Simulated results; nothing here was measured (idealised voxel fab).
The document below concerns the process module designated voxel ribs on slabs.
Section shown: cut. Width: 215 nm. Cell size: 5 nm, square.
We lay out every cross-section as a grid of square cells and spell it out in bands from the top down, where one band means one or more rows of cells. This entry defines a band. It first specifies the height of the band's top and the height of its bottom in nm, and then specifies the band's materials from left to right, stating each material with its width in nm. The word "throughout" identifies a single material that fills the band from edge to edge, while the word "empty" identifies empty space. For the purposes of this specification, 0 denotes the height below which the wafer in its as-received condition is composed wholly of one material, and the lowermost band, lacking a lower limit, extends downward without end, as expressed in "from 0 down". With a width like "30 to 40", each row of cells in the band differs from the next by the same amount, the top row carrying the first number and the bottom row the second. For the purposes of this document, the phrase "no change occurred" attached to a step denotes that no cell within the cross-section was modified by that step. "Enclosed void list" lists enclosed empty spaces (at least 8 cells, no open path upward to the top), each as width x height at distance from the left edge, in nm. Heads up: the bit after the settings on a step's line is the simulator's remark on that step. overlay nm: mask right of planned place by this much (step with mask). Neg. = left.

Here's what the planned process steps look like:
1. RECEIVE [material Si]
2. DIRECTIONAL_DEP [material SiO2] [thk nm 30]
3. DIRECTIONAL_DEP [material polySi] [thk nm 25]
4. DIRECTIONAL_DEP [material aC] [thk nm 15]
5. PATTERN [tone cover] [mask id RIB] [material resist] [width nm 15] [thk nm 35] [overlay nm 0]
6. DIRECTIONAL_ETCH [etch materials aC] [depth nm 15]
7. STRIP [etch materials resist]
8. DIRECTIONAL_ETCH [etch materials polySi] [depth nm 20]
9. STRIP [etch materials aC]
10. DIRECTIONAL_DEP [material aC] [thk nm 10]
11. PATTERN [tone cover] [mask id SLAB] [material resist] [width nm 55] [thk nm 30] [overlay nm 0]
12. DIRECTIONAL_ETCH [etch materials aC] [depth nm 10]
13. STRIP [etch materials resist]
14. DIRECTIONAL_ETCH [etch materials polySi] [depth nm 5]
15. STRIP [etch materials aC]
16. FILL_DEP [material SiO2] [thk nm 25]
17. CMP [height nm 70]
18. DIRECTIONAL_DEP [material W] [thk nm 5]
19. MASKED_ETCH [tone cover] [mask id HEATER] [width nm 25] [etch materials W] [depth nm 5] [overlay nm -15]
20. CONFORMAL_DEP [material SiN] [thk nm 5]
varied across the wafers: overlay nm of step 19. The plan shows the first wafer's value. All wafers start alike

First of several wafers, received after step 1, in cross-section:
> from 0 down: Si throughout
> Enclosed void list: none

At the end of the module, after its last step, step 20, the first of several wafers appears in cross-section as follows:
> from 80 to 75: empty (75) | SiN (35) | empty (105)
> from 75 to 70: SiN (80) | W (25) | SiN (110)
> from 70 to 55: SiO2 throughout
> from 55 to 35: SiO2 (100) | polySi (15) | SiO2 (100)
> from 35 to 30: SiO2 (80) | polySi (55) | SiO2 (80)
> from 30 to 0: SiO2 throughout
> from 0 down: Si throughout
> Enclosed void list: none

Of the several wafers, the last: cross-section at the end of the module:
> from 80 to 75: empty (105) | SiN (35) | empty (75)
> from 75 to 70: SiN (110) | W (25) | SiN (80)
> from 70 to 55: SiO2 throughout
> from 55 to 35: SiO2 (100) | polySi (15) | SiO2 (100)
> from 35 to 30: SiO2 (80) | polySi (55) | SiO2 (80)
> from 30 to 0: SiO2 throughout
> from 0 down: Si throughout
> Enclosed void list: none

What follows is a table in which each wafer occupies a row; for the wafer as it stands at the close of the module, the row states, material by material, how many cells have been gained (+) or lost (-) since receipt, and then gives its closed voids:
overlay nm -15; +45 SiN; +579 SiO2; +5 W; +23 polySi; Enclosed void list: none
overlay nm -10; +45 SiN; +579 SiO2; +5 W; +23 polySi; Enclosed void list: none
overlay nm -5; +45 SiN; +579 SiO2; +5 W; +23 polySi; Enclosed void list: none
overlay nm 0; +45 SiN; +579 SiO2; +5 W; +23 polySi; Enclosed void list: none
overlay nm 5; +45 SiN; +579 SiO2; +5 W; +23 polySi; Enclosed void list: none
overlay nm 10; +45 SiN; +579 SiO2; +5 W; +23 polySi; Enclosed void list: none
overlay nm 15; +45 SiN; +579 SiO2; +5 W; +23 polySi; Enclosed void list: none
